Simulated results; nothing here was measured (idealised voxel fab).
Proc. module: voxel air gaps
Xsec cut, 255 nm wide, square cell size 5 nm.
If you're reading a cross-section in this doc, picture square cells in a grid; it comes to you as bands, top ones listed first down to the bottom, and a band can be one or more rows of cells. Each band's line starts with the height of the band's top and of its bottom, in nm. Then come its materials from left to right, each with its width in nm. One material with "edge to edge" fills the band from edge to edge. "blank" is empty space. The reference from which all heights are counted is 0, the level beneath which the as-received wafer is entirely one material; the lowest band, having no lower bound, proceeds downward and is written after the example "0 nm and below". It should be noted that a width expressed as "30..40" varies in equal increments from row to row of cells within the band, taking the value of the first number at the top row and that of the second number at the bottom row. "nothing different" for a step: no cell of the cross-section changed in that step. Empty spaces counting at least 8 cells and having no open way to the top are listed in "Closed cavity list". The notation width x height at distance is used for each, the distance being from the left edge and all three values in nm. What comes after the settings on a step's line is commentary from the simulator itself on that step. Among the settings permitted on a step's line is "overlay nm"; applied to a step with a mask, it specifies the extent to which the mask lay to the right of its planned position, whereas a negative figure signifies a position to the left.

So here's the lineup of process steps we planned:
step 1: RECEIVE,material Si
step 2: CONFORMAL_DEP,material SiO2,thk nm 15
step 3: CONFORMAL_DEP,material SiN,thk nm 5
step 4: DIRECTIONAL_DEP,material SiO2,thk nm 35
step 5: MASKED_ETCH,tone open,mask id LINES,width nm 15,pitch nm 45,etch materials SiO2,depth nm 35,overlay nm 0
step 6: CONFORMAL_DEP,material TiN,thk nm 5
step 7: FILL_DEP,material W,thk nm 10
step 8: CMP,height nm 55
step 9: EPI,material Ru,thk nm 10
step 10: SELECTIVE_ETCH,etch materials SiO2,depth nm 45
step 11: CONFORMAL_DEP,material SiN,thk nm 5
Split variable: thk nm, step 11. Plan value = first wafer. Wafers start alike.

Cross-section, first of several wafers, as delivered after step 1:
	0 nm and below  Si edge to edge
	Closed cavity list: none

First wafer of several, cross-section, module end, after step 11 (last):
	70 nm to 65 nm  35 of blank, 180 of SiN, 40 of blank
	65 nm to 55 nm  35 of blank, 5 of SiN, 35 of Ru, 10 of SiN, 35 of Ru, 10 of SiN, 35 of Ru, 10 of SiN, 35 of Ru, 5 of SiN, 40 of blank
	55 nm to 50 nm  35 of blank, 15 of SiN, 5 of TiN, 5 of W, 5 of TiN, 30 of SiN, 5 of TiN, 5 of W, 5 of TiN, 30 of SiN, 5 of TiN, 5 of W, 5 of TiN, 30 of SiN, 5 of TiN, 5 of W, 5 of TiN, 15 of SiN, 40 of blank
	50 nm to 25 nm  45 of blank, 5 of SiN, 5 of TiN, 5 of W, 5 of TiN, 5 of SiN, 20 of blank, 5 of SiN, 5 of TiN, 5 of W, 5 of TiN, 5 of SiN, 20 of blank, 5 of SiN, 5 of TiN, 5 of W, 5 of TiN, 5 of SiN, 20 of blank, 5 of SiN, 5 of TiN, 5 of W, 5 of TiN, 5 of SiN, 50 of blank
	25 nm to 20 nm  50 of SiN, 15 of TiN, 30 of SiN, 15 of TiN, 30 of SiN, 15 of TiN, 30 of SiN, 15 of TiN, 55 of SiN
	20 nm to 15 nm  SiN edge to edge
	15 nm to 0 nm  SiO2 edge to edge
	0 nm and below  Si edge to edge
	Closed cavity list: 20 x 25 at 70; 20 x 25 at 115; 20 x 25 at 160

A cross-section through the last wafer at the close of the module:
	85 nm to 65 nm  20 of blank, 210 of SiN, 25 of blank
	65 nm to 55 nm  20 of blank, 20 of SiN, 35 of Ru, 10 of SiN, 35 of Ru, 10 of SiN, 35 of Ru, 10 of SiN, 35 of Ru, 20 of SiN, 25 of blank
	55 nm to 50 nm  20 of blank, 30 of SiN, 5 of TiN, 5 of W, 5 of TiN, 30 of SiN, 5 of TiN, 5 of W, 5 of TiN, 30 of SiN, 5 of TiN, 5 of W, 5 of TiN, 30 of SiN, 5 of TiN, 5 of W, 5 of TiN, 30 of SiN, 25 of blank
	50 nm to 40 nm  20 of blank, 30 of SiN, 5 of TiN, 5 of W, 5 of TiN, 5 of SiN, 20 of blank, 5 of SiN, 5 of TiN, 5 of W, 5 of TiN, 5 of SiN, 20 of blank, 5 of SiN, 5 of TiN, 5 of W, 5 of TiN, 5 of SiN, 20 of blank, 5 of SiN, 5 of TiN, 5 of W, 5 of TiN, 30 of SiN, 25 of blank
	40 nm to 25 nm  50 of SiN, 5 of TiN, 5 of W, 5 of TiN, 5 of SiN, 20 of blank, 5 of SiN, 5 of TiN, 5 of W, 5 of TiN, 5 of SiN, 20 of blank, 5 of SiN, 5 of TiN, 5 of W, 5 of TiN, 5 of SiN, 20 of blank, 5 of SiN, 5 of TiN, 5 of W, 5 of TiN, 55 of SiN
	25 nm to 20 nm  50 of SiN, 15 of TiN, 30 of SiN, 15 of TiN, 30 of SiN, 15 of TiN, 30 of SiN, 15 of TiN, 55 of SiN
	20 nm to 15 nm  SiN edge to edge
	15 nm to 0 nm  SiO2 edge to edge
	0 nm and below  Si edge to edge
	Closed cavity list: 20 x 25 at 70; 20 x 25 at 115; 20 x 25 at 160

Here is how to read the rows: every wafer has a row, and it shows the wafer at the end of the module, giving for each material how many cells were gained (+) or lost (-) since the wafer was received, then listing its closed voids:
thk nm 5 | +56 Ru | +206 SiN | +153 SiO2 | +60 TiN | +24 W | Closed cavity list: 20 x 25 at 70; 20 x 25 at 115; 20 x 25 at 160
thk nm 10 | +56 Ru | +283 SiN | +153 SiO2 | +60 TiN | +24 W | Closed cavity list: 20 x 25 at 70; 20 x 25 at 115; 20 x 25 at 160
thk nm 15 | +56 Ru | +360 SiN | +153 SiO2 | +60 TiN | +24 W | Closed cavity list: 20 x 25 at 70; 20 x 25 at 115; 20 x 25 at 160
thk nm 20 | +56 Ru | +433 SiN | +153 SiO2 | +60 TiN | +24 W | Closed cavity list: 20 x 25 at 70; 20 x 25 at 115; 20 x 25 at 160
